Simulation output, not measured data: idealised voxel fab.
Process module in this document: voxel released beams
Shown is cross-section cut, with a width of 250 nm and square cells of size 5 nm.
Reading order for cross-sections: top band down to bottom band. Underlying form: a grid of square cells. Band size: one or more rows of cells. Top, bottom (nm), then materials left to right with widths (nm); lone material tagged "edge to edge" fills the whole band edge to edge; "air" = empty space. Heights are reckoned from 0. Under this level, the received wafer is all of one material. The bottommost band is open-ended downward, for example "0 nm and below". Quick explanation for "30->40": the width changes in equal steps down the rows of cells, from the first number in the band's top row to the second number in its bottom row. Step note "stayed the same" = no cross-section cell changed. The entry "Voids, sealed" lists the empty spaces that cover at least 8 cells and have no open path to the top. Each is written as width x height at distance, where the distance is measured from the left edge and all three values are in nm. Whatever follows a step's settings on its line is a remark the simulator itself makes about that step. "overlay nm" on a masked step: distance the mask lay right of its planned place, negative for left.
## Below is the list of planned process steps
| 1 | RECEIVE | material Si |
| 2 | CONFORMAL_DEP | material Al2O3 | thk nm 10 |
| 3 | DIRECTIONAL_DEP | material SiO2 | thk nm 15 |
| 4 | DIRECTIONAL_DEP | material aC | thk nm 15 |
| 5 | PATTERN | tone open | mask id ANCHOR | material resist | width nm 35 | thk nm 35 | overlay nm 0 |
| 6 | DIRECTIONAL_ETCH | etch materials aC | depth nm 15 |
| 7 | STRIP | etch materials resist |
| 8 | DIRECTIONAL_ETCH | etch materials SiO2 | depth nm 15 |
| 9 | STRIP | etch materials aC |
| 10 | CONFORMAL_DEP | material W | thk nm 10 |
| 11 | DIRECTIONAL_DEP | material aC | thk nm 10 |
| 12 | PATTERN | tone cover | mask id BEAM | material resist | width nm 95 | thk nm 25 | overlay nm 0 |
| 13 | DIRECTIONAL_ETCH | etch materials aC | depth nm 10 |
| 14 | STRIP | etch materials resist |
| 15 | DIRECTIONAL_ETCH | etch materials W | depth nm 10 |
| 16 | STRIP | etch materials aC |
| 17 | STRIP | etch materials SiO2 |
## Cross-section of the wafer upon arrival, representing the state reached after step 1
0 nm and below  Si edge to edge
Voids, sealed: none
## first wafer at the end, as planned
35 nm to 25 nm  air=75  W=15  air=15  W=65  air=80
25 nm to 20 nm  air=80  W=10  air=15  W=10  air=135
20 nm to 10 nm  air=80  W=35  air=135
10 nm to 0 nm  Al2O3 edge to edge
0 nm and below  Si edge to edge
Voids, sealed: none
## Second of two wafers, module complete, sectioned: it shares the first wafer's start and plan but was run with one mistake
35 nm to 25 nm  air=75  W=95  air=80
25 nm to 15 nm  Al2O3 edge to edge
15 nm to 0 nm  SiO2 edge to edge
0 nm and below  Si edge to edge
Voids, sealed: none
Run error: the processing plan was not followed for steps 2 and 3, which were run with their positions exchanged
Wrapping up, a cell-based count of both wafers puts the second over or under the first for these materials: SiO2: 150 more, W: 12 fewer
